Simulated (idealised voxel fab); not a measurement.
voxel trench capacitor: a process module
Cross-sectional view cut (width: 270 nm; square cell size: 5 nm).
Cross-section = grid of square cells, listed top down in bands; band = one or more rows.
Top height, bottom height, nm. Materials left to right, width each, nm. Single material + "edge to edge" = fills band edge to edge. "empty" = empty.
Height datum 0, below which the as-received substrate wafer is one material. Lowest band open at the bottom, running downward: "0 down".
The two numbers in a width such as "30..40" mark its ends across the band: the first belongs to the top row of cells, the second to the bottom row, and from each row to the next the width moves by the same amount.
Basically "same as before" means that step didn't change any cell in the cross-section.
Closed empty spaces (no open way to the top) of 8 cells or more are what "Voids, enclosed" lists, each as width x height at distance from the left edge, nm for all three.
Formally, on a step line, whatever follows the settings is a remark that the simulator itself makes on the step.
The "overlay nm" setting may appear on a step's line; for a step that uses a mask, it gives how far to the right of its planned position the mask lay, and a negative value indicates the left.

Here's what the planned process steps look like
1) RECEIVE,material Si
2) CONFORMAL_DEP,material SiN,thk nm 5
3) DIRECTIONAL_DEP,material aC,thk nm 15
4) PATTERN,tone open,mask id TRENCH,material resist,width nm 25,pitch nm 45,thk nm 35,overlay nm 0
5) DIRECTIONAL_ETCH,etch materials aC,depth nm 15
6) STRIP,etch materials resist
7) DIRECTIONAL_ETCH,etch materials SiN,depth nm 5
8) DIRECTIONAL_ETCH,etch materials Si,depth nm 25
9) STRIP,etch materials aC
10) CONFORMAL_DEP,material Al2O3,thk nm 5
11) FILL_DEP,material polySi,thk nm 5
12) CMP,height nm 5

Cross-section of the wafer at receipt, which is the condition after step 1
  0 down | Si edge to edge
  Voids, enclosed: none

First of two wafers at the end of the module, shown in cross-section; run carried out as planned
  5 to 0 | 100 of SiN, 5 of Al2O3, 15 of polySi, 5 of Al2O3, 20 of SiN, 5 of Al2O3, 15 of polySi, 5 of Al2O3, 100 of SiN
  0 to -20 | 100 of Si, 5 of Al2O3, 15 of polySi, 5 of Al2O3, 20 of Si, 5 of Al2O3, 15 of polySi, 5 of Al2O3, 100 of Si
  -20 to -25 | 100 of Si, 25 of Al2O3, 20 of Si, 25 of Al2O3, 100 of Si
  -25 down | Si edge to edge
  Voids, enclosed: none

Same start, same plan as the first wafer - but one mistake in the run. Cross-section of the second of the two at the end of the module
  5 to 0 | 100 of SiN, 5 of Al2O3, 15 of polySi, 5 of Al2O3, 20 of SiN, 5 of Al2O3, 15 of polySi, 5 of Al2O3, 100 of SiN
  0 to -30 | 100 of Si, 5 of Al2O3, 15 of polySi, 5 of Al2O3, 20 of Si, 5 of Al2O3, 15 of polySi, 5 of Al2O3, 100 of Si
  -30 to -35 | 100 of Si, 25 of Al2O3, 20 of Si, 25 of Al2O3, 100 of Si
  -35 down | Si edge to edge
  Voids, enclosed: none
Heads up, the wafer didn't run the way we planned it: step 8 ran as: DIRECTIONAL_ETCH,etch materials Si,depth nm 35
Upon completion, the second wafer contains, in terms of cells, a greater or smaller amount of certain materials than the first wafer: +8 Al2O3, -20 Si, +12 polySi
